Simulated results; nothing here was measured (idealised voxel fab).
Process module in this document: voxel ribs on slabs
Pictured: cross-section cut, 155 nm wide, on a grid of 5 nm square cells.
Notation: cross-section as square-cell grid; stated in bands, top first, going down; one or more cell rows per band. Read a band's entry like this: the first values are the height of its top and the height of its bottom in nm, and what follows is the sequence of materials from left to right, each with its width in nm. Note that "air" is empty space, and that a single material marked "all across" reaches across the band from edge to edge. We count height from 0. Below that, the starting wafer is all one material. The lowest band never ends at the bottom but goes on down; see "from 0 down" for how that is written. Width "30 to 40": first value at the band's top row of cells, second value at its bottom row, equal change from row to row. Basically "remained the same" means that step didn't change any cell in the cross-section. If an empty space has no open way to the top and is at least 8 cells in size, "Sealed internal voids" lists it, written width x height at distance, where distance is measured from the left edge and every value is in nm. On a step's line, text after the settings is the simulator commenting on that step. Among the settings permitted on a step's line is "overlay nm"; applied to a step with a mask, it specifies the extent to which the mask lay to the right of its planned position, whereas a negative figure signifies a position to the left.

Process steps foreseen in the plan
1 RECEIVE (material Si)
2 DIRECTIONAL_DEP (material SiO2; thk nm 25)
3 DIRECTIONAL_DEP (material SiN; thk nm 20)
4 PATTERN (tone cover; mask id RIB; material resist; width nm 15; thk nm 15; overlay nm 0)
5 DIRECTIONAL_ETCH (etch materials SiN; depth nm 5)
6 STRIP (etch materials resist)
7 PATTERN (tone cover; mask id SLAB; material resist; width nm 65; thk nm 15; overlay nm 0)
8 DIRECTIONAL_ETCH (etch materials SiN; depth nm 15)
9 STRIP (etch materials resist)
10 FILL_DEP (material SiO2; thk nm 25)
11 CMP (height nm 60)
12 DIRECTIONAL_DEP (material TiN; thk nm 10)
13 MASKED_ETCH (tone cover; mask id HEATER; width nm 25; etch materials TiN; depth nm 10; overlay nm 0)
14 CONFORMAL_DEP (material SiO2; thk nm 5)

As-received state of the wafer in cross-section, equivalent to post-step 1
* from 0 down = Si all across
* Sealed internal voids: none

Figure: cross-sectional view of the wafer upon completion of the module, processed from the initial state and according to the plan depicted above, with one error introduced during execution
* from 75 to 70 = 70 SiO2  15 air  70 SiO2
* from 70 to 65 = 65 TiN  5 SiO2  15 air  5 SiO2  65 TiN
* from 65 to 60 = 65 TiN  25 SiO2  65 TiN
* from 60 to 45 = SiO2 all across
* from 45 to 40 = 70 SiO2  15 SiN  70 SiO2
* from 40 to 25 = 45 SiO2  65 SiN  45 SiO2
* from 25 to 0 = SiO2 all across
* from 0 down = Si all across
* Sealed internal voids: none
what went wrong: step 13 deviated from plan and actually ran as MASKED_ETCH (tone open; mask id HEATER; width nm 25; etch materials TiN; depth nm 10; overlay nm 0)
